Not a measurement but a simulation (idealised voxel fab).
voxel self aligned vias: a process module
The width of the displayed cross-section, cut, is 195 nm; its cells are square, with a size of 5 nm.
When this document writes out a cross-section, it uses a grid of square cells and lists it as bands, beginning at the top and moving down, with a band standing for one or more rows of cells.
First you get the band's top height and its bottom height, in nm, and then the materials it's made of, left to right, with each width in nm. If you see a single material with "edge to edge", that one covers the band edge to edge. "blank" is empty space.
Beneath 0, the wafer as received is one material, and that level is where height counting begins. The lowest band goes on downward without a bottom; it is written like "0 and below".
Top row gets the first number, bottom row gets the second, and each row in between changes by the same step: that is how a band width like "30..40" works.
It should be understood that the words "no modification", when stated for a given step, signify that the cross-section underwent no change in any of its cells during that step.
Basically, "Internal closed voids" tells you about the enclosed voids: empty spaces with no open way to the top, 8 cells or bigger, each written width x height at distance, where distance is from the left edge, all in nm.
Step line, after settings: the simulator's comment on this step.
overlay nm: mask offset rightward from planned place, masked step; negative means leftward offset.

## plan
step 1: RECEIVE with material Si
step 2: CONFORMAL_DEP with material SiO2, thk nm 10
step 3: CONFORMAL_DEP with material SiCN, thk nm 5
step 4: DIRECTIONAL_DEP with material SiO2, thk nm 20
step 5: MASKED_ETCH with tone open, mask id LINES, width nm 25, pitch nm 65, etch materials SiO2, depth nm 20, overlay nm 0
step 6: CONFORMAL_DEP with material TiN, thk nm 5
step 7: FILL_DEP with material Ru, thk nm 5
step 8: CMP with height nm 35
step 9: SELECTIVE_ETCH with etch materials W Ru TiN, depth nm 5
step 10: FILL_DEP with material SiN, thk nm 5
step 11: CMP with height nm 35
step 12: DIRECTIONAL_DEP with material SiO2, thk nm 15
step 13: DIRECTIONAL_DEP with material aC, thk nm 10
step 14: PATTERN with tone open, mask id VIAS, material resist, width nm 35, thk nm 25, overlay nm 0
step 15: DIRECTIONAL_ETCH with etch materials aC, depth nm 10
step 16: STRIP with etch materials resist
step 17: DIRECTIONAL_ETCH with etch materials SiO2, depth nm 15
step 18: DIRECTIONAL_ETCH with etch materials SiN, depth nm 5
step 19: STRIP with etch materials aC
step 20: CONFORMAL_DEP with material TiN, thk nm 5
step 21: FILL_DEP with material Cu, thk nm 10
step 22: CMP with height nm 50
step 23: CONFORMAL_DEP with material SiCN, thk nm 5
The value of width nm given for step 14 in the plan refers to the first wafer; the wafers vary in this setting and are alike at the start.

## Cut through the first of several wafers as received, post step 1
  0 and below  Si edge to edge
  Internal closed voids: none

## Below, a row for every wafer. Read it as the end-of-module picture: for each material the wafer shows its cells gained (+) or lost (-) since it was received, and then its closed voids
width nm 35; +13 Cu; +12 Ru; +78 SiCN; +5 SiN; +290 SiO2; +31 TiN; Internal closed voids: none
width nm 40; +15 Cu; +12 Ru; +78 SiCN; +5 SiN; +287 SiO2; +32 TiN; Internal closed voids: none
width nm 45; +17 Cu; +12 Ru; +78 SiCN; +5 SiN; +284 SiO2; +33 TiN; Internal closed voids: none
width nm 50; +19 Cu; +12 Ru; +78 SiCN; +5 SiN; +281 SiO2; +34 TiN; Internal closed voids: none
width nm 55; +21 Cu; +12 Ru; +78 SiCN; +5 SiN; +278 SiO2; +35 TiN; Internal closed voids: none
width nm 60; +23 Cu; +12 Ru; +78 SiCN; +5 SiN; +275 SiO2; +36 TiN; Internal closed voids: none
